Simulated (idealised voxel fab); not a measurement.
Process module under the name voxel ribs on slabs
In the cross-section labelled cut, the width is 155 nm and each square cell is 5 nm.
A cross-section is a grid of square cells, given in bands from the top down. A band is one or more rows of cells. In this notation a band is specified by the heights of its top and bottom, in that order and in nm, after which its materials appear from left to right, each paired with its width in nm. The word "edge to edge" attached to a single material means that material fills the band from edge to edge; the word "empty" stands for empty space. Note: height 0 marks the level under which the wafer is uniformly one material as received. Lowest band unbounded below, written "0 nm and below". The width entry "30 to 40" should be interpreted row by row: the top row of cells in the band takes the first number, the bottom row takes the second number, and the change between adjacent rows is uniform throughout. What does "remains unaltered" mean for a step? It means no cell of the cross-section changed in that step. The entry titled "Catalogued sealed voids" provides the empty spaces that have no open way to the top, restricted to those of 8 cells or more. Each is presented as width x height at distance, the distance being measured from the left edge, with all three in nm. On a step's line, text after the settings is the simulator commenting on that step. overlay nm: right-of-plan distance of the mask on a masked step; negative values mean left-of-plan.

-- List of planned process steps
1. RECEIVE: material Si
2. DIRECTIONAL_DEP: material SiO2, thk nm 25
3. DIRECTIONAL_DEP: material SiN, thk nm 20
4. PATTERN: tone cover, mask id RIB, material resist, width nm 20, thk nm 20, overlay nm 0
5. DIRECTIONAL_ETCH: etch materials SiN, depth nm 10
6. STRIP: etch materials resist
7. MASKED_ETCH: tone cover, mask id SLAB, width nm 60, etch materials SiN, depth nm 10, overlay nm 0
8. FILL_DEP: material SiO2, thk nm 25
9. CMP: height nm 60
10. DIRECTIONAL_DEP: material TiN, thk nm 5
11. MASKED_ETCH: tone cover, mask id HEATER, width nm 30, etch materials TiN, depth nm 5, overlay nm 0
12. CONFORMAL_DEP: material SiO2, thk nm 5
Keep in mind the plan's value for the thk nm of step 12 comes from the first wafer; the wafers don't share that setting, but they do share the same starting point.

-- As-received cross-section, first of several wafers, post step 1
    0 nm and below | Si edge to edge
    Catalogued sealed voids: none

-- The table below has one row for each wafer; a row shows, as of the end of the module, how many cells of each material the wafer has gained, marked (+), or lost, marked (-), since it was received, and then the wafer's closed voids
thk nm 5 | +32 SiN | +373 SiO2 | +6 TiN | Catalogued sealed voids: none
thk nm 10 | +32 SiN | +406 SiO2 | +6 TiN | Catalogued sealed voids: none
thk nm 15 | +32 SiN | +439 SiO2 | +6 TiN | Catalogued sealed voids: none
thk nm 20 | +32 SiN | +472 SiO2 | +6 TiN | Catalogued sealed voids: none
